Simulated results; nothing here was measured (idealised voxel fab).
You're looking at the process module voxel released beams.
Section cut is 250 nm wide and gridded with 5 nm square cells.
This document writes a cross-section as a grid whose cells are square, and gives it as bands, listed from the top down; one or more rows of cells form a band.
For a band, the entry starts with two heights in nm, that of the top and then that of the bottom, and carries on with the band's materials in order from left to right, each alongside its width in nm; the word "all across" beside a single material means it fills the band edge to edge, and "air" means empty space.
Measure heights from 0. That's the level where, below it, the as-received wafer is all one material. The lowest band is bottomless and extends downward; write it as in "top 0, no bottom".
A width such as "30 to 40" changes by the same amount from each row of cells to the next, from the band's top row to its bottom row.
Reading "nothing different" for a step: not a cell of the cross-section changed in it.
If an empty space has no open way to the top and is at least 8 cells in size, "Enclosed void list" lists it, written width x height at distance, where distance is measured from the left edge and every value is in nm.
Whatever follows a step's settings on its line is a remark the simulator itself makes about that step.
For masked steps, "overlay nm" on the step line gives how far right of plan the mask actually lay; a minus sign means it lay to the left.

THESE ARE THE STEPS WE PLANNED FOR THE PROCESS
step 1: op RECEIVE | material Si
step 2: op CONFORMAL_DEP | material SiN | thk nm 5
step 3: op DIRECTIONAL_DEP | material SiO2 | thk nm 10
step 4: op MASKED_ETCH | tone open | mask id ANCHOR | width nm 40 | etch materials SiO2 | depth nm 10 | overlay nm 0
step 5: op CONFORMAL_DEP | material polySi | thk nm 15
step 6: op DIRECTIONAL_DEP | material aC | thk nm 10
step 7: op PATTERN | tone cover | mask id BEAM | material resist | width nm 115 | thk nm 25 | overlay nm 0
step 8: op DIRECTIONAL_ETCH | etch materials aC | depth nm 10
step 9: op STRIP | etch materials resist
step 10: op DIRECTIONAL_ETCH | etch materials polySi | depth nm 15
step 11: op STRIP | etch materials aC
step 12: op STRIP | etch materials SiO2

FIRST OF TWO WAFERS, PROCESSED ACCORDING TO PLAN

RECEIVED-STATE CROSS-SECTION, REFLECTING COMPLETION OF STEP 1
	top 0, no bottom: Si all across
	Enclosed void list: none

STATE OF THE WAFER AFTER STEP 2, SHOWN IN CROSS-SECTION
	top 5, bottom 0: SiN all across
	No changes below 0.

STATE OF THE WAFER AFTER STEP 3, SHOWN IN CROSS-SECTION
	top 15, bottom 5: SiO2 all across
	No changes below 5.

STATE OF THE WAFER AFTER STEP 4, SHOWN IN CROSS-SECTION
	top 15, bottom 5: 70 of SiO2; 40 of air; 140 of SiO2
	No changes below 5.

STATE OF THE WAFER AFTER STEP 5, SHOWN IN CROSS-SECTION
	top 30, bottom 20: 85 of polySi; 10 of air; 155 of polySi
	top 20, bottom 15: polySi all across
	top 15, bottom 5: 70 of SiO2; 40 of polySi; 140 of SiO2
	No changes below 5.

STATE OF THE WAFER AFTER STEP 6, SHOWN IN CROSS-SECTION
	top 40, bottom 30: 85 of aC; 10 of air; 155 of aC
	top 30, bottom 20: 85 of polySi; 10 of aC; 155 of polySi
	No changes below 20.

STATE OF THE WAFER AFTER STEP 7, SHOWN IN CROSS-SECTION
	top 65, bottom 40: 65 of air; 115 of resist; 70 of air
	top 40, bottom 30: 85 of aC; 10 of resist; 155 of aC
	No changes below 30.

STATE OF THE WAFER AFTER STEP 8, SHOWN IN CROSS-SECTION
	top 55, bottom 40: 65 of air; 115 of resist; 70 of air
	top 40, bottom 30: 65 of air; 20 of aC; 10 of resist; 85 of aC; 70 of air
	No changes below 30.

STATE OF THE WAFER AFTER STEP 9, SHOWN IN CROSS-SECTION
	top 40, bottom 30: 65 of air; 20 of aC; 10 of air; 85 of aC; 70 of air
	No changes below 30.

STATE OF THE WAFER AFTER STEP 10, SHOWN IN CROSS-SECTION
	top 40, bottom 30: 65 of air; 20 of aC; 10 of air; 85 of aC; 70 of air
	top 30, bottom 20: 65 of air; 20 of polySi; 10 of aC; 85 of polySi; 70 of air
	top 20, bottom 15: 65 of air; 115 of polySi; 70 of air
	No changes below 15.

STATE OF THE WAFER AFTER STEP 11, SHOWN IN CROSS-SECTION
	top 30, bottom 20: 65 of air; 20 of polySi; 10 of air; 85 of polySi; 70 of air
	No changes below 20.

STATE OF THE WAFER AFTER STEP 12, SHOWN IN CROSS-SECTION
	top 30, bottom 20: 65 of air; 20 of polySi; 10 of air; 85 of polySi; 70 of air
	top 20, bottom 15: 65 of air; 115 of polySi; 70 of air
	top 15, bottom 5: 70 of air; 40 of polySi; 140 of air
	No changes below 5.

FOR THE SECOND WAFER, TAKE THE FIRST WAFER'S START AND PLAN, THEN ADD ONE MISTAKE MADE IN RUNNING IT; EVERYTHING THROUGH STEP 3, THAT STEP INCLUDED, IS SHARED WITH THE FIRST

SECOND WAFER PROFILE IN SECTION, AT THE MOMENT STEP 4 OF THE PLAN WAS MEANT TO BE COMPLETE
	top 15, bottom 5: 70 of air; 40 of SiO2; 140 of air
	No changes below 5.

SECOND WAFER PROFILE IN SECTION, AT THE MOMENT STEP 5 OF THE PLAN WAS MEANT TO BE COMPLETE
	top 30, bottom 20: 55 of air; 70 of polySi; 125 of air
	top 20, bottom 15: polySi all across
	top 15, bottom 5: 70 of polySi; 40 of SiO2; 140 of polySi
	No changes below 5.

SECOND WAFER PROFILE IN SECTION, AT THE MOMENT STEP 6 OF THE PLAN WAS MEANT TO BE COMPLETE
	top 40, bottom 30: 55 of air; 70 of aC; 125 of air
	top 30, bottom 20: 55 of aC; 70 of polySi; 125 of aC
	No changes below 20.

SECOND WAFER PROFILE IN SECTION, AT THE MOMENT STEP 7 OF THE PLAN WAS MEANT TO BE COMPLETE
	top 65, bottom 40: 65 of air; 115 of resist; 70 of air
	top 40, bottom 30: 55 of air; 70 of aC; 55 of resist; 70 of air
	No changes below 30.

SECOND WAFER PROFILE IN SECTION, AT THE MOMENT STEP 8 OF THE PLAN WAS MEANT TO BE COMPLETE
	top 55, bottom 40: 65 of air; 115 of resist; 70 of air
	top 40, bottom 30: 65 of air; 60 of aC; 55 of resist; 70 of air
	top 30, bottom 20: 55 of air; 70 of polySi; 55 of aC; 70 of air
	No changes below 20.

SECOND WAFER PROFILE IN SECTION, AT THE MOMENT STEP 9 OF THE PLAN WAS MEANT TO BE COMPLETE
	top 40, bottom 30: 65 of air; 60 of aC; 125 of air
	No changes below 30.

SECOND WAFER PROFILE IN SECTION, AT THE MOMENT STEP 10 OF THE PLAN WAS MEANT TO BE COMPLETE
	top 40, bottom 30: 65 of air; 60 of aC; 125 of air
	top 30, bottom 20: 65 of air; 60 of polySi; 55 of aC; 70 of air
	top 20, bottom 15: 65 of air; 115 of polySi; 70 of air
	top 15, bottom 5: 55 of air; 15 of polySi; 40 of SiO2; 70 of polySi; 70 of air
	No changes below 5.

SECOND WAFER PROFILE IN SECTION, AT THE MOMENT STEP 11 OF THE PLAN WAS MEANT TO BE COMPLETE
	top 30, bottom 20: 65 of air; 60 of polySi; 125 of air
	No changes below 20.

Second wafer profile in section, at the moment step 12 of the plan was meant to be complete: nothing different
Want to know what went wrong? in deviation from the planned setting, step 4 was conducted as op MASKED_ETCH | tone cover | mask id ANCHOR | width nm 40 | etch materials SiO2 | depth nm 10 | overlay nm 0
Wrapping up, a cell-based count of both wafers puts the second over or under the first for these materials: 16 more of SiO2
